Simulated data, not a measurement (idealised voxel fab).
This section sets out a process module, namely voxel ribs on slabs.
This is section cut - it's 195 nm across, gridded in 5 nm square cells.
This document writes a cross-section as a grid whose cells are square, and gives it as bands, listed from the top down; one or more rows of cells form a band.
Top height, bottom height, nm. Materials left to right, width each, nm. Single material + "everywhere" = fills band edge to edge. "air" = empty.
Where do heights start? At 0: under that level the wafer as delivered is made of one material only. And the lowest band has no floor; it just carries on downward, as in "0 down".
Quick explanation for "30 to 40": the width changes in equal steps down the rows of cells, from the first number in the band's top row to the second number in its bottom row.
Where the words "nothing got changed" appear for a step, the cross-section shows no cell changed by that step; every cell remained as before.
What "Enclosed cavities" gives you is every empty space of 8 cells or more that is cut off from the top. Each appears as width x height at distance, with the distance taken from the left edge and width, height and distance all in nm.
Whatever follows a step's settings on its line is a remark the simulator itself makes about that step.
A step's line can hold "overlay nm"; with a mask on that step, the setting says how far right of the planned place the mask lay, while a negative setting says it lay to the left.
[The following list gives the planned process steps]
step 1: RECEIVE,material Si
step 2: DIRECTIONAL_DEP,material SiO2,thk nm 25
step 3: DIRECTIONAL_DEP,material SiN,thk nm 20
step 4: PATTERN,tone cover,mask id RIB,material resist,width nm 15,thk nm 15,overlay nm 0
step 5: DIRECTIONAL_ETCH,etch materials SiN,depth nm 5
step 6: STRIP,etch materials resist
step 7: MASKED_ETCH,tone cover,mask id SLAB,width nm 85,etch materials SiN,depth nm 15,overlay nm 0
step 8: FILL_DEP,material SiO2,thk nm 20
step 9: CMP,height nm 60
step 10: DIRECTIONAL_DEP,material W,thk nm 10
step 11: DIRECTIONAL_DEP,material aC,thk nm 10
step 12: PATTERN,tone cover,mask id HEATER,material resist,width nm 35,thk nm 30,overlay nm 0
step 13: DIRECTIONAL_ETCH,etch materials aC,depth nm 10
step 14: STRIP,etch materials resist
step 15: DIRECTIONAL_ETCH,etch materials W,depth nm 10
step 16: STRIP,etch materials aC
step 17: CONFORMAL_DEP,material SiO2,thk nm 10
The value of width nm given for step 4 in the plan refers to the first wafer; the wafers vary in this setting and are alike at the start.
[The first of several wafers in cross-section, exactly as it reached us after step 1]
* 0 down: Si everywhere
* Enclosed cavities: none
[The cross-section of the first of several wafers is given below for the end of the module, after its final step, step 17]
* 80 to 70: air=70 / SiO2=55 / air=70
* 70 to 60: SiO2=80 / W=35 / SiO2=80
* 60 to 45: SiO2 everywhere
* 45 to 40: SiO2=90 / SiN=15 / SiO2=90
* 40 to 25: SiO2=55 / SiN=85 / SiO2=55
* 25 to 0: SiO2 everywhere
* 0 down: Si everywhere
* Enclosed cavities: none
[The last wafer as seen in cross-section at the end of the module]
* 80 to 70: air=70 / SiO2=55 / air=70
* 70 to 60: SiO2=80 / W=35 / SiO2=80
* 60 to 45: SiO2 everywhere
* 45 to 40: SiO2=80 / SiN=40 / SiO2=75
* 40 to 25: SiO2=55 / SiN=85 / SiO2=55
* 25 to 0: SiO2 everywhere
* 0 down: Si everywhere
* Enclosed cavities: none
[Per-wafer rows below. For each material: cells gained (+) or lost (-) since the wafer was received, as of end of module. Then: closed voids]
width nm 15, +54 SiN, +500 SiO2, +14 W, Enclosed cavities: none
width nm 20, +55 SiN, +499 SiO2, +14 W, Enclosed cavities: none
width nm 25, +56 SiN, +498 SiO2, +14 W, Enclosed cavities: none
width nm 30, +57 SiN, +497 SiO2, +14 W, Enclosed cavities: none
width nm 35, +58 SiN, +496 SiO2, +14 W, Enclosed cavities: none
width nm 40, +59 SiN, +495 SiO2, +14 W, Enclosed cavities: none
